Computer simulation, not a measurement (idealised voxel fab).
voxel air gaps: a process module
FYI the section here is cut, 210 nm wide, cells are 5 nm squares.
Just so we're on the same page, the cross-sections are grids of square cells, and they're listed out in bands top to bottom, each band one or more rows deep. Heads up on the band format: heights come first, top then bottom, in nm. After that it's the materials left to right, each with its width in nm. A single material flagged "throughout" fills the whole band edge to edge, and "blank" means there's empty space there. It should be noted that heights are counted from 0, beneath which the wafer as supplied is of one material throughout, and that the lowest band possesses no lower boundary but continues downward, as written in "0..down". Think of "30 to 40" as a width that walks from the first number to the second as you go down the band, top row to bottom row, taking equal-sized steps from row to row. The designation "no modification", where it is given for a processing step, indicates that no cell of the cross-section was altered in the course of that step. Entry "Trapped void list". Content: empty spaces with no open connection to the top, size 8 cells or greater. Each: width x height at distance. Distance: from left edge. Unit: nm. Anything after a step's settings on that line? It's the simulator's own note about the step. When a step includes a mask, the "overlay nm" setting on its line states how far to the right of its planned place that mask lay, and negative values state how far to the left.
Below is the list of planned process steps:
1) RECEIVE (material Si)
2) CONFORMAL_DEP (material SiO2; thk nm 10)
3) CONFORMAL_DEP (material SiN; thk nm 5)
4) DIRECTIONAL_DEP (material SiO2; thk nm 20)
5) PATTERN (tone open; mask id LINES; material resist; width nm 20; pitch nm 45; thk nm 20; overlay nm 0)
6) DIRECTIONAL_ETCH (etch materials SiO2; depth nm 30)
7) STRIP (etch materials resist)
8) CONFORMAL_DEP (material TiN; thk nm 5)
9) FILL_DEP (material Cu; thk nm 10)
10) CMP (height nm 45)
11) EPI (material Ru; thk nm 10)
12) SELECTIVE_ETCH (etch materials SiO2; depth nm 40)
13) CONFORMAL_DEP (material SiCN; thk nm 5)
Split variable: thk nm, step 4. Plan value = first wafer. Wafers start alike.
Step 1 complete: as-received cross-section of the first of several wafers:
0..down: Si throughout
Trapped void list: none
Rows = wafers. At module end, each row lists per material the cells gained (+) or lost (-) since the wafer was received, then the closed voids:
thk nm 20; +74 Cu; +84 Ru; +42 SiCN; +42 SiN; +188 SiO2; +74 TiN; Trapped void list: none
thk nm 25; +40 Cu; +84 Ru; +42 SiCN; +42 SiN; +214 SiO2; +82 TiN; Trapped void list: none
thk nm 30; +40 Cu; +64 Ru; +126 SiCN; +42 SiN; +84 SiO2; +56 TiN; Trapped void list: 15 x 20 at 50; 15 x 20 at 95; 15 x 20 at 140
